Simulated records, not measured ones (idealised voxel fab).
Documented hereafter: the process module known as voxel wiring stack.
Section cut is 205 nm wide and gridded with 5 nm square cells.
Just so we're on the same page, the cross-sections are grids of square cells, and they're listed out in bands top to bottom, each band one or more rows deep.
Heights first: top, then bottom, in nm. Then materials, left to right, each with a width in nm. "everywhere" on a single material: fills the band edge to edge. "air": empty space.
The level at which height equals 0 is the one under which the wafer, as it arrives, is entirely one material. No lower edge exists for the bottom band, which continues downward and is notated as in "0..down".
The two numbers in a width such as "30..40" mark its ends across the band: the first belongs to the top row of cells, the second to the bottom row, and from each row to the next the width moves by the same amount.
Step marked "no change"? Then no cell in the cross-section changed in it.
The entry "Enclosed voids" lists the empty spaces that cover at least 8 cells and have no open path to the top. Each is written as width x height at distance, where the distance is measured from the left edge and all three values are in nm.
What comes after the settings on a step's line is commentary from the simulator itself on that step.
On any step carrying a mask, the "overlay nm" setting, if present on the step's line, tells how far right of its planned place the mask lay; negative values point to the left.

**Process steps - plan**
1 RECEIVE,material Si
2 CONFORMAL_DEP,material SiO2,thk nm 15
3 DIRECTIONAL_DEP,material TiN,thk nm 5
4 DIRECTIONAL_DEP,material W,thk nm 15
5 MASKED_ETCH,tone cover,mask id METAL_1,width nm 30,pitch nm 60,etch materials W,depth nm 15,overlay nm 0
6 MASKED_ETCH,tone cover,mask id METAL_1,width nm 30,pitch nm 60,etch materials TiN,depth nm 5,overlay nm 0
7 CONFORMAL_DEP,material SiN,thk nm 5
8 FILL_DEP,material lowk,thk nm 10
9 CMP,height nm 35
10 CONFORMAL_DEP,material SiCN,thk nm 5
11 DIRECTIONAL_DEP,material SiO2,thk nm 20
12 DIRECTIONAL_DEP,material aC,thk nm 10
13 PATTERN,tone open,mask id PLUG_1,material resist,width nm 15,pitch nm 60,thk nm 25,overlay nm 0
14 DIRECTIONAL_ETCH,etch materials aC,depth nm 10
15 STRIP,etch materials resist
16 DIRECTIONAL_ETCH,etch materials SiO2,depth nm 20
17 DIRECTIONAL_ETCH,etch materials SiCN,depth nm 5
18 STRIP,etch materials aC
19 EPI,material Ru,thk nm 10
20 EPI,material Ru,thk nm 10
21 EPI,material Ru,thk nm 5
22 DIRECTIONAL_DEP,material TiN,thk nm 5
23 DIRECTIONAL_DEP,material Ru,thk nm 15
24 PATTERN,tone cover,mask id METAL_2,material resist,width nm 30,pitch nm 60,thk nm 20,overlay nm 0
25 DIRECTIONAL_ETCH,etch materials Ru,depth nm 15
26 DIRECTIONAL_ETCH,etch materials TiN,depth nm 5
27 STRIP,etch materials resist
28 CONFORMAL_DEP,material SiCN,thk nm 5
29 FILL_DEP,material lowk,thk nm 5
30 CMP,height nm 80
31 CONFORMAL_DEP,material SiCN,thk nm 5
The plan's step 31 thk nm is the first wafer's value; the wafers differ in this setting and start identical.

**This is how the first of several wafers looked in cross-section when it arrived, which is after step 1**
- 0..down | Si everywhere
- Enclosed voids: none

**End of module: cross-section of the first of several wafers after step 31, the last step**
- 85..80 | SiCN everywhere
- 80..65 | 20 nm lowk, 5 nm SiCN, 30 nm Ru, 5 nm SiCN, 20 nm lowk, 5 nm SiCN, 30 nm Ru, 5 nm SiCN, 20 nm lowk, 5 nm SiCN, 30 nm Ru, 5 nm SiCN, 25 nm lowk
- 65..60 | 25 nm SiCN, 30 nm TiN, 30 nm SiCN, 30 nm TiN, 30 nm SiCN, 30 nm TiN, 30 nm SiCN
- 60..40 | 25 nm SiO2, 15 nm Ru, 45 nm SiO2, 15 nm Ru, 45 nm SiO2, 15 nm Ru, 45 nm SiO2
- 40..35 | 25 nm SiCN, 15 nm Ru, 45 nm SiCN, 15 nm Ru, 45 nm SiCN, 15 nm Ru, 45 nm SiCN
- 35..20 | 20 nm lowk, 5 nm SiN, 30 nm W, 5 nm SiN, 20 nm lowk, 5 nm SiN, 30 nm W, 5 nm SiN, 20 nm lowk, 5 nm SiN, 30 nm W, 5 nm SiN, 25 nm lowk
- 20..15 | 25 nm SiN, 30 nm TiN, 30 nm SiN, 30 nm TiN, 30 nm SiN, 30 nm TiN, 30 nm SiN
- 15..0 | SiO2 everywhere
- 0..down | Si everywhere
- Enclosed voids: none

**Cross-section of the last wafer at end of module**
- 100..80 | SiCN everywhere
- 80..65 | 20 nm lowk, 5 nm SiCN, 30 nm Ru, 5 nm SiCN, 20 nm lowk, 5 nm SiCN, 30 nm Ru, 5 nm SiCN, 20 nm lowk, 5 nm SiCN, 30 nm Ru, 5 nm SiCN, 25 nm lowk
- 65..60 | 25 nm SiCN, 30 nm TiN, 30 nm SiCN, 30 nm TiN, 30 nm SiCN, 30 nm TiN, 30 nm SiCN
- 60..40 | 25 nm SiO2, 15 nm Ru, 45 nm SiO2, 15 nm Ru, 45 nm SiO2, 15 nm Ru, 45 nm SiO2
- 40..35 | 25 nm SiCN, 15 nm Ru, 45 nm SiCN, 15 nm Ru, 45 nm SiCN, 15 nm Ru, 45 nm SiCN
- 35..20 | 20 nm lowk, 5 nm SiN, 30 nm W, 5 nm SiN, 20 nm lowk, 5 nm SiN, 30 nm W, 5 nm SiN, 20 nm lowk, 5 nm SiN, 30 nm W, 5 nm SiN, 25 nm lowk
- 20..15 | 25 nm SiN, 30 nm TiN, 30 nm SiN, 30 nm TiN, 30 nm SiN, 30 nm TiN, 30 nm SiN
- 15..0 | SiO2 everywhere
- 0..down | Si everywhere
- Enclosed voids: none

**End of module, by wafer: material-by-material cell gain (+) or loss (-) since receipt, then closed voids**
thk nm 5; +99 Ru; +114 SiCN; +41 SiN; +251 SiO2; +36 TiN; +54 W; +102 lowk; Enclosed voids: none
thk nm 10; +99 Ru; +155 SiCN; +41 SiN; +251 SiO2; +36 TiN; +54 W; +102 lowk; Enclosed voids: none
thk nm 15; +99 Ru; +196 SiCN; +41 SiN; +251 SiO2; +36 TiN; +54 W; +102 lowk; Enclosed voids: none
thk nm 20; +99 Ru; +237 SiCN; +41 SiN; +251 SiO2; +36 TiN; +54 W; +102 lowk; Enclosed voids: none
